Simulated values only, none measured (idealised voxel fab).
A process module follows: voxel spacer lines.
In the cross-section labelled cut, the width is 295 nm and each square cell is 5 nm.
If you're reading a cross-section in this doc, picture square cells in a grid; it comes to you as bands, top ones listed first down to the bottom, and a band can be one or more rows of cells.
This entry defines a band. It first specifies the height of the band's top and the height of its bottom in nm, and then specifies the band's materials from left to right, stating each material with its width in nm. The word "throughout" identifies a single material that fills the band from edge to edge, while the word "empty" identifies empty space.
Zero point of the height axis is 0; under it, received wafer = one material. Lowest band: continues down indefinitely, "0 -> down".
Width spec "30 to 40" -> top row of cells at first value, bottom row at second value, equal per-row change in between.
Where a step carries "no alteration", the cross-section came out of it unchanged, cell for cell.
Look at "Fully closed voids" for the closed voids: empty spaces with no open path to the top, sized 8 cells or up. Each is width x height at distance, distance from the left edge, all nm.
Where a step's line continues beyond its settings, the continuation is a remark by the simulator itself on that step.
overlay nm: step with mask; distance mask lay right of planned place; negative value = left of planned place.
The following list gives the planned process steps
1. RECEIVE [material Si]
2. CONFORMAL_DEP [material Al2O3] [thk nm 10]
3. DIRECTIONAL_DEP [material SiN] [thk nm 20]
4. DIRECTIONAL_DEP [material aC] [thk nm 30]
5. PATTERN [tone cover] [mask id MANDREL] [material resist] [width nm 15] [pitch nm 60] [thk nm 40] [overlay nm 0]
6. DIRECTIONAL_ETCH [etch materials aC] [depth nm 30]
7. STRIP [etch materials resist]
8. CONFORMAL_DEP [material SiO2] [thk nm 15]
9. DIRECTIONAL_ETCH [etch materials SiO2] [depth nm 15]
10. STRIP [etch materials aC]
11. DIRECTIONAL_ETCH [etch materials SiN] [depth nm 20]
12. STRIP [etch materials SiO2]
13. FILL_DEP [material SiO2] [thk nm 10]
14. CMP [height nm 30]
Be aware that, although all wafers share a common starting state, the width nm at step 5 differs among them, and the plan displays the first wafer's value.
Received condition of the first of several wafers, sectioned: post-step 1
	0 -> down  Si throughout
	Fully closed voids: none
Below: a row per wafer. Contents at end of module: for every material, cells gained since receipt (+) or lost since receipt (-); then closed voids
width nm 15 | +118 Al2O3 | +72 SiN | +164 SiO2 | Fully closed voids: none
width nm 20 | +118 Al2O3 | +72 SiN | +164 SiO2 | Fully closed voids: none
width nm 25 | +118 Al2O3 | +72 SiN | +164 SiO2 | Fully closed voids: none
width nm 30 | +118 Al2O3 | +72 SiN | +164 SiO2 | Fully closed voids: none
